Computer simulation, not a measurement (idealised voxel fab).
A process module follows: voxel wiring stack.
For reference, the cross-section in this document is cut, with width 275 nm and square cells of 5 nm.
Notation: cross-section as square-cell grid; stated in bands, top first, going down; one or more cell rows per band. For a band, the entry starts with two heights in nm, that of the top and then that of the bottom, and carries on with the band's materials in order from left to right, each alongside its width in nm; the word "everywhere" beside a single material means it fills the band edge to edge, and "air" means empty space. Where do heights start? At 0: under that level the wafer as delivered is made of one material only. And the lowest band has no floor; it just carries on downward, as in "0..down". With a width like "30 to 40", each row of cells in the band differs from the next by the same amount, the top row carrying the first number and the bottom row the second. "nothing different" means the step left every cell of the cross-section as it was. "Enclosed empty spaces": sealed empty spaces, 8 cells or more, no open way to top, listed width x height at distance, with distance from the left edge and width, height and distance in nm. Post-settings text on a step line: simulator's own remark regarding the step. overlay nm: right-of-plan distance of the mask on a masked step; negative values mean left-of-plan.
## Listed below are the process steps as planned
- 1: op RECEIVE | material Si
- 2: op CONFORMAL_DEP | material SiO2 | thk nm 15
- 3: op DIRECTIONAL_DEP | material TiN | thk nm 5
- 4: op DIRECTIONAL_DEP | material Ru | thk nm 20
- 5: op PATTERN | tone cover | mask id METAL_1 | material resist | width nm 30 | pitch nm 50 | thk nm 20 | overlay nm 0
- 6: op DIRECTIONAL_ETCH | etch materials Ru | depth nm 20
- 7: op DIRECTIONAL_ETCH | etch materials TiN | depth nm 5
- 8: op STRIP | etch materials resist
- 9: op CONFORMAL_DEP | material SiN | thk nm 5
- 10: op FILL_DEP | material SiO2 | thk nm 5
- 11: op CMP | height nm 40
- 12: op CONFORMAL_DEP | material SiCN | thk nm 5
- 13: op DIRECTIONAL_DEP | material SiO2 | thk nm 15
- 14: op MASKED_ETCH | tone open | mask id PLUG_1 | width nm 15 | etch materials SiO2 | depth nm 15 | overlay nm 0
- 15: op MASKED_ETCH | tone open | mask id PLUG_1 | width nm 15 | etch materials SiCN | depth nm 5 | overlay nm 0
- 16: op EPI | material Ru | thk nm 10
- 17: op EPI | material Ru | thk nm 10
- 18: op DIRECTIONAL_DEP | material TiN | thk nm 5
- 19: op DIRECTIONAL_DEP | material Ru | thk nm 25
- 20: op MASKED_ETCH | tone cover | mask id METAL_2 | width nm 30 | pitch nm 50 | etch materials Ru | depth nm 25 | overlay nm 0
- 21: op MASKED_ETCH | tone cover | mask id METAL_2 | width nm 30 | pitch nm 50 | etch materials TiN | depth nm 5 | overlay nm -15
- 22: op FILL_DEP | material lowk | thk nm 5
- 23: op CMP | height nm 90
- 24: op CONFORMAL_DEP | material SiCN | thk nm 5
- 25: op DIRECTIONAL_DEP | material SiO2 | thk nm 20
- 26: op MASKED_ETCH | tone open | mask id PLUG_2 | width nm 15 | etch materials SiO2 | depth nm 20 | overlay nm 0
- 27: op MASKED_ETCH | tone open | mask id PLUG_2 | width nm 15 | etch materials SiCN | depth nm 5 | overlay nm 0
- 28: op EPI | material Ru | thk nm 10
- 29: op EPI | material Ru | thk nm 10
- 30: op EPI | material Ru | thk nm 5
- 31: op DIRECTIONAL_DEP | material TiN | thk nm 5
- 32: op DIRECTIONAL_DEP | material W | thk nm 20
- 33: op DIRECTIONAL_DEP | material aC | thk nm 10
- 34: op PATTERN | tone cover | mask id METAL_3 | material resist | width nm 30 | pitch nm 50 | thk nm 30 | overlay nm 0
- 35: op DIRECTIONAL_ETCH | etch materials aC | depth nm 10
- 36: op STRIP | etch materials resist
- 37: op DIRECTIONAL_ETCH | etch materials W | depth nm 20
- 38: op DIRECTIONAL_ETCH | etch materials TiN | depth nm 5
- 39: op STRIP | etch materials aC
- 40: op FILL_DEP | material lowk | thk nm 5
- 41: op CMP | height nm 140
- 42: op CONFORMAL_DEP | material SiCN | thk nm 5
It is noted that the wafers described herein are identical at the outset and are distinguished by the overlay nm of step 21; the value stated in the plan corresponds to the first wafer.
## Sectional view: first of several wafers, as received, after step 1
0..down = Si everywhere
Enclosed empty spaces: none
## The cross-section of the first of several wafers is given below for the end of the module, after its final step, step 42
145..140 = SiCN everywhere
140..120 = 95 of lowk | 30 of W | 20 of lowk | 30 of W | 100 of lowk
120..115 = 95 of lowk | 30 of TiN | 20 of lowk | 30 of TiN | 100 of lowk
115..95 = 95 of SiO2 | 15 of Ru | 165 of SiO2
95..90 = 95 of SiCN | 15 of Ru | 165 of SiCN
90..65 = 95 of lowk | 30 of Ru | 20 of lowk | 30 of Ru | 100 of lowk
65..60 = 80 of lowk | 45 of TiN | 5 of lowk | 45 of TiN | 100 of lowk
60..45 = 95 of SiO2 | 15 of Ru | 165 of SiO2
45..40 = 95 of SiCN | 15 of Ru | 165 of SiCN
40..20 = 90 of SiO2 | 5 of SiN | 30 of Ru | 5 of SiN | 10 of SiO2 | 5 of SiN | 30 of Ru | 5 of SiN | 95 of SiO2
20..15 = 95 of SiN | 30 of TiN | 20 of SiN | 30 of TiN | 100 of SiN
15..0 = SiO2 everywhere
0..down = Si everywhere
Enclosed empty spaces: none
## At the end of the module, the last of several wafers in cross-section
145..140 = SiCN everywhere
140..120 = 95 of lowk | 30 of W | 20 of lowk | 30 of W | 100 of lowk
120..115 = 95 of lowk | 30 of TiN | 20 of lowk | 30 of TiN | 100 of lowk
115..95 = 95 of SiO2 | 15 of Ru | 165 of SiO2
95..90 = 95 of SiCN | 15 of Ru | 165 of SiCN
90..65 = 95 of lowk | 30 of Ru | 20 of lowk | 30 of Ru | 100 of lowk
65..60 = 95 of lowk | 45 of TiN | 5 of lowk | 45 of TiN | 85 of lowk
60..45 = 95 of SiO2 | 15 of Ru | 165 of SiO2
45..40 = 95 of SiCN | 15 of Ru | 165 of SiCN
40..20 = 90 of SiO2 | 5 of SiN | 30 of Ru | 5 of SiN | 10 of SiO2 | 5 of SiN | 30 of Ru | 5 of SiN | 95 of SiO2
20..15 = 95 of SiN | 30 of TiN | 20 of SiN | 30 of TiN | 100 of SiN
15..0 = SiO2 everywhere
0..down = Si everywhere
Enclosed empty spaces: none
## Below: a row per wafer. Contents at end of module: for every material, cells gained since receipt (+) or lost since receipt (-); then closed voids
overlay nm -15; +135 Ru; +159 SiCN; +59 SiN; +685 SiO2; +42 TiN; +48 W; +467 lowk; Enclosed empty spaces: none
overlay nm -10; +135 Ru; +159 SiCN; +59 SiN; +685 SiO2; +40 TiN; +48 W; +469 lowk; Enclosed empty spaces: none
overlay nm -5; +135 Ru; +159 SiCN; +59 SiN; +685 SiO2; +38 TiN; +48 W; +471 lowk; Enclosed empty spaces: none
overlay nm 0; +135 Ru; +159 SiCN; +59 SiN; +685 SiO2; +36 TiN; +48 W; +473 lowk; Enclosed empty spaces: none
overlay nm 5; +135 Ru; +159 SiCN; +59 SiN; +685 SiO2; +38 TiN; +48 W; +471 lowk; Enclosed empty spaces: none
overlay nm 10; +135 Ru; +159 SiCN; +59 SiN; +685 SiO2; +40 TiN; +48 W; +469 lowk; Enclosed empty spaces: none
overlay nm 15; +135 Ru; +159 SiCN; +59 SiN; +685 SiO2; +42 TiN; +48 W; +467 lowk; Enclosed empty spaces: none
